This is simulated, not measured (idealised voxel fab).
The process module presented herein is designated voxel local oxidation.
Cross-section cut spans 255 nm and uses square cells 5 nm in size.
In this document a cross-section is written as a grid of square cells. It is given as a series of bands, listed from the top down, and a band is one or more rows of cells.
Read a band's entry like this: the first values are the height of its top and the height of its bottom in nm, and what follows is the sequence of materials from left to right, each with its width in nm. Note that "blank" is empty space, and that a single material marked "throughout" reaches across the band from edge to edge.
The level at which height equals 0 is the one under which the wafer, as it arrives, is entirely one material. No lower edge exists for the bottom band, which continues downward and is notated as in "0 nm and below".
When a width is written as two numbers, as in "30..40", the first number is the width in the top row of cells of the band and the second is the width in its bottom row, and the width changes by the same amount from each row to the next.
Key: "nothing altered" - step with no changed cell in the cross-section.
Under "Closed cavities" you'll find the enclosed gaps, the ones with no way out to the top, that are 8 cells or bigger; each reads width x height at distance, with distance counted from the left edge, everything in nm.
Anything after a step's settings on that line? It's the simulator's own note about the step.
overlay nm: how far to the right of its planned place the mask lay on this masked step (negative: to the left).
Process steps (planned):
- 1: RECEIVE,material Si
- 2: CONFORMAL_DEP,material SiO2,thk nm 5
- 3: CONFORMAL_DEP,material SiN,thk nm 15
- 4: PATTERN,tone cover,mask id ACTIVE,material resist,width nm 105,thk nm 15,overlay nm 0
- 5: DIRECTIONAL_ETCH,etch materials SiN,depth nm 15
- 6: STRIP,etch materials resist
- 7: SELECTIVE_ETCH,etch materials SiO2,depth nm 5
- 8: OXIDIZE,depth nm 15
- 9: STRIP,etch materials SiN
Don't read the plan's width nm for step 4 as applying to every wafer: that's the first wafer's value, and the wafers differ in it, though they all start identical.
As-received cross-section, first of several wafers, post step 1:
> 0 nm and below | Si throughout
> Closed cavities: none
First of several wafers in cross-section at module end, following the final step, step 9:
> 5 nm to 0 nm | blank 80  SiO2 95  blank 80
> 0 nm to -15 nm | SiO2 95  Si 65  SiO2 95
> -15 nm and below | Si throughout
> Closed cavities: none
Last wafer, end of module, cross-section:
> 5 nm to 0 nm | blank 70  SiO2 120  blank 65
> 0 nm to -15 nm | SiO2 85  Si 90  SiO2 80
> -15 nm and below | Si throughout
> Closed cavities: none
Below: a row per wafer. Contents at end of module: for every material, cells gained since receipt (+) or lost since receipt (-); then closed voids:
width nm 105; -114 Si; +133 SiO2; Closed cavities: none
width nm 110; -111 Si; +131 SiO2; Closed cavities: none
width nm 115; -108 Si; +129 SiO2; Closed cavities: none
width nm 120; -105 Si; +127 SiO2; Closed cavities: none
width nm 125; -102 Si; +125 SiO2; Closed cavities: none
width nm 130; -99 Si; +123 SiO2; Closed cavities: none
